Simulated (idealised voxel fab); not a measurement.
Process module heading - voxel wiring stack
Shown is cross-section cut, with a width of 190 nm and square cells of size 5 nm.
Cross-section format: a grid of square cells, given as bands from top to bottom; each band is one or more rows of cells. Each band's line starts with the height of the band's top and of its bottom, in nm. Then come its materials from left to right, each with its width in nm. One material with "full width" fills the band from edge to edge. "empty" is empty space. Beneath 0, the wafer as received is one material, and that level is where height counting begins. The lowest band goes on downward without a bottom; it is written like "0 nm and below". The two numbers in a width such as "30..40" mark its ends across the band: the first belongs to the top row of cells, the second to the bottom row, and from each row to the next the width moves by the same amount. Step marked "remained unchanged"? Then no cell in the cross-section changed in it. In the "Cavities, closed" entry, you get each enclosed empty space of 8 cells or more, one with no open way to the top, written width x height at distance, distance from the left edge, in nm. Where a step's line continues beyond its settings, the continuation is a remark by the simulator itself on that step. Among the settings permitted on a step's line is "overlay nm"; applied to a step with a mask, it specifies the extent to which the mask lay to the right of its planned position, whereas a negative figure signifies a position to the left.

## Process steps foreseen in the plan
1 RECEIVE: material Si
2 CONFORMAL_DEP: material SiO2, thk nm 10
3 CONFORMAL_DEP: material SiCN, thk nm 5
4 DIRECTIONAL_DEP: material lowk, thk nm 20
5 DIRECTIONAL_DEP: material aC, thk nm 15
6 PATTERN: tone open, mask id METAL_1, material resist, width nm 25, pitch nm 55, thk nm 35, overlay nm 0
7 DIRECTIONAL_ETCH: etch materials aC, depth nm 15
8 STRIP: etch materials resist
9 DIRECTIONAL_ETCH: etch materials lowk, depth nm 20
10 DIRECTIONAL_ETCH: etch materials SiCN, depth nm 5
11 STRIP: etch materials aC
12 CONFORMAL_DEP: material TiN, thk nm 5
13 FILL_DEP: material Cu, thk nm 5
14 CMP: height nm 35
15 CONFORMAL_DEP: material SiCN, thk nm 5
16 DIRECTIONAL_DEP: material lowk, thk nm 10
17 DIRECTIONAL_DEP: material aC, thk nm 10
18 PATTERN: tone open, mask id PLUG_1, material resist, width nm 15, thk nm 30, overlay nm 0
19 DIRECTIONAL_ETCH: etch materials aC, depth nm 10
20 STRIP: etch materials resist
21 DIRECTIONAL_ETCH: etch materials lowk, depth nm 10
22 DIRECTIONAL_ETCH: etch materials SiCN, depth nm 5
23 STRIP: etch materials aC
24 EPI: material Ru, thk nm 10
25 EPI: material Ru, thk nm 5
26 DIRECTIONAL_DEP: material TiN, thk nm 5
27 DIRECTIONAL_DEP: material Ru, thk nm 15
28 DIRECTIONAL_DEP: material aC, thk nm 10
29 PATTERN: tone cover, mask id METAL_2, material resist, width nm 25, pitch nm 55, thk nm 30, overlay nm -15
30 DIRECTIONAL_ETCH: etch materials aC, depth nm 10
31 STRIP: etch materials resist
32 DIRECTIONAL_ETCH: etch materials Ru, depth nm 15
33 DIRECTIONAL_ETCH: etch materials TiN, depth nm 5
34 STRIP: etch materials aC
35 CONFORMAL_DEP: material SiN, thk nm 5
36 FILL_DEP: material SiO2, thk nm 10
37 CMP: height nm 70
38 CONFORMAL_DEP: material SiCN, thk nm 5
39 DIRECTIONAL_DEP: material lowk, thk nm 30
40 DIRECTIONAL_DEP: material aC, thk nm 15
41 PATTERN: tone open, mask id METAL_3, material resist, width nm 25, pitch nm 55, thk nm 35, overlay nm 0
42 DIRECTIONAL_ETCH: etch materials aC, depth nm 15
43 STRIP: etch materials resist
44 DIRECTIONAL_ETCH: etch materials lowk, depth nm 20
45 STRIP: etch materials aC
46 PATTERN: tone open, mask id METAL_3_HOLES, material resist, width nm 15, pitch nm 55, thk nm 15, overlay nm 0
47 DIRECTIONAL_ETCH: etch materials lowk, depth nm 10
48 DIRECTIONAL_ETCH: etch materials SiCN, depth nm 5
49 STRIP: etch materials resist
50 CONFORMAL_DEP: material TiN, thk nm 5
51 FILL_DEP: material Ru, thk nm 5
52 CMP: height nm 105
53 CONFORMAL_DEP: material SiCN, thk nm 5
54 DIRECTIONAL_DEP: material lowk, thk nm 25
55 MASKED_ETCH: tone open, mask id METAL_4_HOLES, width nm 15, pitch nm 55, etch materials lowk, depth nm 25, overlay nm 0
56 DIRECTIONAL_DEP: material aC, thk nm 10
57 PATTERN: tone open, mask id METAL_4, material resist, width nm 25, pitch nm 55, thk nm 30, overlay nm 0
58 DIRECTIONAL_ETCH: etch materials aC, depth nm 10
59 STRIP: etch materials resist
60 DIRECTIONAL_ETCH: etch materials lowk, depth nm 15
61 DIRECTIONAL_ETCH: etch materials SiCN, depth nm 5
62 STRIP: etch materials aC
63 CONFORMAL_DEP: material TiN, thk nm 5
64 FILL_DEP: material Cu, thk nm 10
65 CMP: height nm 135
66 CONFORMAL_DEP: material SiCN, thk nm 5
Wafer-to-wafer difference: overlay nm, step 29. Common start. Plan = first wafer's value.

## First of several wafers, received after step 1, in cross-section
* 0 nm and below | Si full width
* Cavities, closed: none

## Per-wafer rows below. For each material: cells gained (+) or lost (-) since the wafer was received, as of end of module. Then: closed voids
overlay nm -15 | +42 Cu | +63 Ru | +165 SiCN | +40 SiN | +148 SiO2 | +100 TiN | +506 lowk | Cavities, closed: none
overlay nm -10 | +42 Cu | +63 Ru | +165 SiCN | +40 SiN | +148 SiO2 | +100 TiN | +506 lowk | Cavities, closed: none
overlay nm -5 | +42 Cu | +63 Ru | +165 SiCN | +40 SiN | +148 SiO2 | +100 TiN | +506 lowk | Cavities, closed: none
overlay nm 0 | +42 Cu | +63 Ru | +165 SiCN | +40 SiN | +148 SiO2 | +100 TiN | +506 lowk | Cavities, closed: none
overlay nm 5 | +42 Cu | +63 Ru | +165 SiCN | +40 SiN | +148 SiO2 | +100 TiN | +506 lowk | Cavities, closed: none
overlay nm 10 | +42 Cu | +63 Ru | +165 SiCN | +40 SiN | +148 SiO2 | +100 TiN | +506 lowk | Cavities, closed: none
overlay nm 15 | +42 Cu | +63 Ru | +165 SiCN | +40 SiN | +148 SiO2 | +100 TiN | +506 lowk | Cavities, closed: none
